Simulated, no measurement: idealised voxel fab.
The name of this process module is voxel capacitor over wiring.
cross-section cut | 295 nm wide | cells 5 nm
Each cross-section below is a grid of square cells, stated as bands in top-down order, with one or more rows of cells making up each band.
Read a band's entry like this: the first values are the height of its top and the height of its bottom in nm, and what follows is the sequence of materials from left to right, each with its width in nm. Note that "empty" is empty space, and that a single material marked "throughout" reaches across the band from edge to edge.
Height reference: 0 = level under which incoming wafer is all one material. Lowest band: no bottom, runs on downward, e.g. "0 -> down".
Top row gets the first number, bottom row gets the second, and each row in between changes by the same step: that is how a band width like "30..40" works.
"remained the same" (step): cross-section cells unchanged, all of them.
"Fully enclosed voids" specifies each empty space that is not open to the top and that occupies no fewer than 8 cells, using the form width x height at distance, the distance measured from the left edge and all three quantities in nm.
It should be noted that, on the line of a given step, the content following the step's settings is a remark produced by the simulator itself with respect to that step.
The "overlay nm" setting may appear on a step's line; for a step that uses a mask, it gives how far to the right of its planned position the mask lay, and a negative value indicates the left.
## The following list gives the planned process steps
| 1 | RECEIVE (material Si) |
| 2 | CONFORMAL_DEP (material SiO2; thk nm 15) |
| 3 | DIRECTIONAL_DEP (material TiN; thk nm 5) |
| 4 | DIRECTIONAL_DEP (material W; thk nm 25) |
| 5 | MASKED_ETCH (tone cover; mask id METAL_1; width nm 25; pitch nm 90; etch materials W; depth nm 25; overlay nm 0) |
| 6 | MASKED_ETCH (tone cover; mask id METAL_1; width nm 25; pitch nm 90; etch materials TiN; depth nm 5; overlay nm -15) |
| 7 | FILL_DEP (material SiO2; thk nm 5) |
| 8 | CMP (height nm 45) |
| 9 | CONFORMAL_DEP (material SiCN; thk nm 5) |
| 10 | DIRECTIONAL_DEP (material SiO2; thk nm 10) |
| 11 | PATTERN (tone open; mask id PLUG_1; material resist; width nm 15; thk nm 15; overlay nm 0) |
| 12 | DIRECTIONAL_ETCH (etch materials SiO2; depth nm 10) |
| 13 | DIRECTIONAL_ETCH (etch materials SiCN; depth nm 5) |
| 14 | STRIP (etch materials resist) |
| 15 | EPI (material Ru; thk nm 10) |
| 16 | EPI (material Ru; thk nm 5) |
| 17 | DIRECTIONAL_DEP (material TiN; thk nm 5) |
| 18 | DIRECTIONAL_DEP (material Al2O3; thk nm 5) |
| 19 | DIRECTIONAL_DEP (material TiN; thk nm 10) |
| 20 | PATTERN (tone cover; mask id UPPER_PLATE; material resist; width nm 70; thk nm 15; overlay nm 0) |
| 21 | DIRECTIONAL_ETCH (etch materials TiN; depth nm 10) |
| 22 | DIRECTIONAL_ETCH (etch materials Al2O3; depth nm 5) |
| 23 | STRIP (etch materials resist) |
| 24 | MASKED_ETCH (tone cover; mask id LOWER_PLATE; width nm 80; etch materials TiN; depth nm 5; overlay nm 0) |
| 25 | FILL_DEP (material SiO2; thk nm 20) |
| 26 | CMP (height nm 95) |
| 27 | PATTERN (tone open; mask id PLUG_2; material resist; width nm 15; thk nm 15; overlay nm 0) |
| 28 | DIRECTIONAL_ETCH (etch materials SiO2; depth nm 15) |
| 29 | STRIP (etch materials resist) |
| 30 | CONFORMAL_DEP (material TiN; thk nm 5) |
| 31 | FILL_DEP (material Cu; thk nm 10) |
| 32 | CMP (height nm 95) |
| 33 | CONFORMAL_DEP (material SiCN; thk nm 5) |
Heads up: all these wafers start the same, and what changes between them is the overlay nm in step 6. The value you see in the plan is just what the first wafer got.
## After step 1, as received: first of several wafers, cross-section
  0 -> down | Si throughout
  Fully enclosed voids: none
## Wafer rows, end of module: cells per material gained (+) or lost (-) since receipt; closed voids last
overlay nm -15, +14 Al2O3, +2 Cu, +9 Ru, +115 SiCN, +923 SiO2, +67 TiN, +50 W, Fully enclosed voids: none
overlay nm -10, +14 Al2O3, +2 Cu, +9 Ru, +115 SiCN, +925 SiO2, +65 TiN, +50 W, Fully enclosed voids: none
overlay nm -5, +14 Al2O3, +2 Cu, +9 Ru, +115 SiCN, +927 SiO2, +63 TiN, +50 W, Fully enclosed voids: none
overlay nm 0, +14 Al2O3, +2 Cu, +9 Ru, +115 SiCN, +929 SiO2, +61 TiN, +50 W, Fully enclosed voids: none
overlay nm 5, +14 Al2O3, +2 Cu, +9 Ru, +115 SiCN, +927 SiO2, +63 TiN, +50 W, Fully enclosed voids: none
overlay nm 10, +14 Al2O3, +2 Cu, +9 Ru, +115 SiCN, +925 SiO2, +65 TiN, +50 W, Fully enclosed voids: none
overlay nm 15, +14 Al2O3, +2 Cu, +9 Ru, +115 SiCN, +923 SiO2, +67 TiN, +50 W, Fully enclosed voids: none
